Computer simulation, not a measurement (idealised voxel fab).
Documented hereafter: the process module known as voxel ribs on slabs.
The cross-section shown here is cut; it is 200 nm wide and divided into square cells measuring 5 nm on a side.
A cross-section is written here as square cells arranged in a grid, and it is given in bands from the top down, each band taking up one or more rows of cells. The entry gives the band's vertical extent as a top height and a bottom height in nm, then its horizontal make-up as materials from left to right, each with a width in nm. "empty" stands for empty space; a single material marked "edge to edge" fills the band edge to edge. Zero point of the height axis is 0; under it, received wafer = one material. Lowest band: continues down indefinitely, "0 -> down". It should be noted that a width expressed as "30..40" varies in equal increments from row to row of cells within the band, taking the value of the first number at the top row and that of the second number at the bottom row. "nothing altered" after a step means that no cell of the cross-section changed. Entry "Unvented voids". Content: empty spaces with no open connection to the top, size 8 cells or greater. Each: width x height at distance. Distance: from left edge. Unit: nm. Read whatever lies past the settings on a step's line as the simulator's own remark about the step. What "overlay nm" on a step's line means: if the step has a mask, that mask lay this far to the right of its planned place, or, when the value is negative, to the left.
THIS SECTION LISTS THE PROCESS STEPS THAT WERE PLANNED
1) RECEIVE: material Si
2) DIRECTIONAL_DEP: material SiO2, thk nm 30
3) DIRECTIONAL_DEP: material SiN, thk nm 25
4) MASKED_ETCH: tone cover, mask id RIB, width nm 20, etch materials SiN, depth nm 5, overlay nm 0
5) PATTERN: tone cover, mask id SLAB, material resist, width nm 80, thk nm 20, overlay nm 0
6) DIRECTIONAL_ETCH: etch materials SiN, depth nm 20
7) STRIP: etch materials resist
8) FILL_DEP: material SiO2, thk nm 15
9) CMP: height nm 65
10) DIRECTIONAL_DEP: material TiN, thk nm 10
11) MASKED_ETCH: tone cover, mask id HEATER, width nm 20, etch materials TiN, depth nm 10, overlay nm 0
12) CONFORMAL_DEP: material SiN, thk nm 10
For this document, wafers share an identical start and vary in the step 11 width nm; the plan quotes the first wafer's value.
CROSS-SECTIONAL VIEW OF THE FIRST OF SEVERAL WAFERS IN THE AS-RECEIVED CONDITION, CORRESPONDING TO THE STATE FOLLOWING STEP 1
	0 -> down: Si edge to edge
	Unvented voids: none
END OF MODULE, BY WAFER: MATERIAL-BY-MATERIAL CELL GAIN (+) OR LOSS (-) SINCE RECEIPT, THEN CLOSED VOIDS
width nm 20 | +156 SiN | +452 SiO2 | +8 TiN | Unvented voids: none
width nm 25 | +156 SiN | +452 SiO2 | +10 TiN | Unvented voids: none
width nm 30 | +156 SiN | +452 SiO2 | +12 TiN | Unvented voids: none
width nm 35 | +156 SiN | +452 SiO2 | +14 TiN | Unvented voids: none
width nm 40 | +156 SiN | +452 SiO2 | +16 TiN | Unvented voids: none
width nm 45 | +156 SiN | +452 SiO2 | +18 TiN | Unvented voids: none
